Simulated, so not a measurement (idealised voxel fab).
The following process module bears the name voxel capacitor over wiring.
The width of the displayed cross-section, cut, is 190 nm; its cells are square, with a size of 5 nm.
In this document a cross-section is written as a grid of square cells. It is given as a series of bands, listed from the top down, and a band is one or more rows of cells. Band entry format. Leading values: height of top, height of bottom, nm. Remainder: materials in left-to-right order, each with its width in nm. Special words: "all across" on a single material, which then fills the band edge to edge; "air", empty space. Below 0: as-received wafer, all one material; heights counted from there. Lowest band: no bottom, goes on down, written "0 and below". When a width is written as two numbers, as in "30 to 40", the first number is the width in the top row of cells of the band and the second is the width in its bottom row, and the width changes by the same amount from each row to the next. "identical to before", as given for a step, is the statement that not any cell of the cross-section underwent a change during that step. "Closed void list": empty spaces of 8 cells or more with no open way to the top, each given as width x height at distance, distance from the left edge, all in nm. Formally, on a step line, whatever follows the settings is a remark that the simulator itself makes on the step. "overlay nm" answers the question of how far to the right of plan the mask lay on a step that has a mask, and when it is negative the answer is to the left.

# Planned process steps
1,RECEIVE (material Si)
2,CONFORMAL_DEP (material SiO2; thk nm 10)
3,DIRECTIONAL_DEP (material TiN; thk nm 5)
4,DIRECTIONAL_DEP (material Ru; thk nm 25)
5,PATTERN (tone cover; mask id METAL_1; material resist; width nm 20; pitch nm 75; thk nm 15; overlay nm 0)
6,DIRECTIONAL_ETCH (etch materials Ru; depth nm 25)
7,DIRECTIONAL_ETCH (etch materials TiN; depth nm 5)
8,STRIP (etch materials resist)
9,FILL_DEP (material SiO2; thk nm 10)
10,CMP (height nm 40)
11,CONFORMAL_DEP (material SiCN; thk nm 5)
12,DIRECTIONAL_DEP (material SiO2; thk nm 10)
13,PATTERN (tone open; mask id PLUG_1; material resist; width nm 15; thk nm 20; overlay nm 0)
14,DIRECTIONAL_ETCH (etch materials SiO2; depth nm 10)
15,DIRECTIONAL_ETCH (etch materials SiCN; depth nm 5)
16,STRIP (etch materials resist)
17,EPI (material Ru; thk nm 10)
18,EPI (material Ru; thk nm 5)
19,DIRECTIONAL_DEP (material TiN; thk nm 10)
20,DIRECTIONAL_DEP (material HfO2; thk nm 5)
21,DIRECTIONAL_DEP (material TiN; thk nm 10)
22,PATTERN (tone cover; mask id UPPER_PLATE; material resist; width nm 60; thk nm 20; overlay nm 0)
23,DIRECTIONAL_ETCH (etch materials TiN; depth nm 10)
24,DIRECTIONAL_ETCH (etch materials HfO2; depth nm 5)
25,STRIP (etch materials resist)
26,DIRECTIONAL_DEP (material aC; thk nm 10)
27,PATTERN (tone cover; mask id LOWER_PLATE; material resist; width nm 70; thk nm 30; overlay nm -15)
28,DIRECTIONAL_ETCH (etch materials aC; depth nm 10)
29,STRIP (etch materials resist)
30,DIRECTIONAL_ETCH (etch materials TiN; depth nm 10)
31,STRIP (etch materials aC)
32,FILL_DEP (material SiO2; thk nm 15)
33,CMP (height nm 90)
34,MASKED_ETCH (tone open; mask id PLUG_2; width nm 15; etch materials SiO2; depth nm 10; overlay nm 0)
35,CONFORMAL_DEP (material TiN; thk nm 5)
36,FILL_DEP (material W; thk nm 5)
37,CMP (height nm 90)
38,CONFORMAL_DEP (material SiCN; thk nm 5)
The wafers are alike at the start. At step 27, their overlay nm differs. The plan lists the first wafer's value.

# As-received cross-section, first of several wafers, post step 1
	0 and below = Si all across
	Closed void list: none

# Cross-section of the first of several wafers, taken after step 38, where the module ends
	95 down to 90 = SiCN all across
	90 down to 85 = SiO2=60 | TiN=5 | W=5 | TiN=5 | SiO2=115
	85 down to 80 = SiO2=60 | TiN=15 | SiO2=115
	80 down to 70 = SiO2=50 | TiN=50 | SiO2=90
	70 down to 65 = SiO2=50 | HfO2=60 | SiO2=80
	65 down to 55 = SiO2=30 | TiN=80 | SiO2=80
	55 down to 45 = SiO2=50 | Ru=15 | SiO2=125
	45 down to 40 = SiCN=50 | Ru=15 | SiCN=125
	40 down to 15 = SiO2=45 | Ru=20 | SiO2=55 | Ru=20 | SiO2=50
	15 down to 10 = SiO2=45 | TiN=20 | SiO2=55 | TiN=20 | SiO2=50
	10 down to 0 = SiO2 all across
	0 and below = Si all across
	Closed void list: none

# Cross-sectional depiction of the last of several wafers upon completion of the module
	95 down to 90 = SiCN all across
	90 down to 85 = SiO2=60 | TiN=5 | W=5 | TiN=5 | SiO2=115
	85 down to 80 = SiO2=60 | TiN=15 | SiO2=115
	80 down to 70 = SiO2=60 | TiN=50 | SiO2=80
	70 down to 65 = SiO2=50 | HfO2=60 | SiO2=80
	65 down to 55 = SiO2=50 | TiN=80 | SiO2=60
	55 down to 45 = SiO2=50 | Ru=15 | SiO2=125
	45 down to 40 = SiCN=50 | Ru=15 | SiCN=125
	40 down to 15 = SiO2=45 | Ru=20 | SiO2=55 | Ru=20 | SiO2=50
	15 down to 10 = SiO2=45 | TiN=20 | SiO2=55 | TiN=20 | SiO2=50
	10 down to 0 = SiO2 all across
	0 and below = Si all across
	Closed void list: none

# Row per wafer, end-of-module: cell gain (+)/loss (-) by material since the wafer came in, then closed voids
overlay nm -15, +12 HfO2, +49 Ru, +73 SiCN, +522 SiO2, +65 TiN, +1 W, Closed void list: none
overlay nm -10, +12 HfO2, +49 Ru, +73 SiCN, +522 SiO2, +65 TiN, +1 W, Closed void list: none
overlay nm -5, +12 HfO2, +49 Ru, +73 SiCN, +522 SiO2, +65 TiN, +1 W, Closed void list: none
overlay nm 0, +12 HfO2, +49 Ru, +73 SiCN, +522 SiO2, +65 TiN, +1 W, Closed void list: none
overlay nm 5, +12 HfO2, +49 Ru, +73 SiCN, +522 SiO2, +65 TiN, +1 W, Closed void list: none
overlay nm 10, +12 HfO2, +49 Ru, +73 SiCN, +522 SiO2, +65 TiN, +1 W, Closed void list: none
overlay nm 15, +12 HfO2, +49 Ru, +73 SiCN, +522 SiO2, +65 TiN, +1 W, Closed void list: none
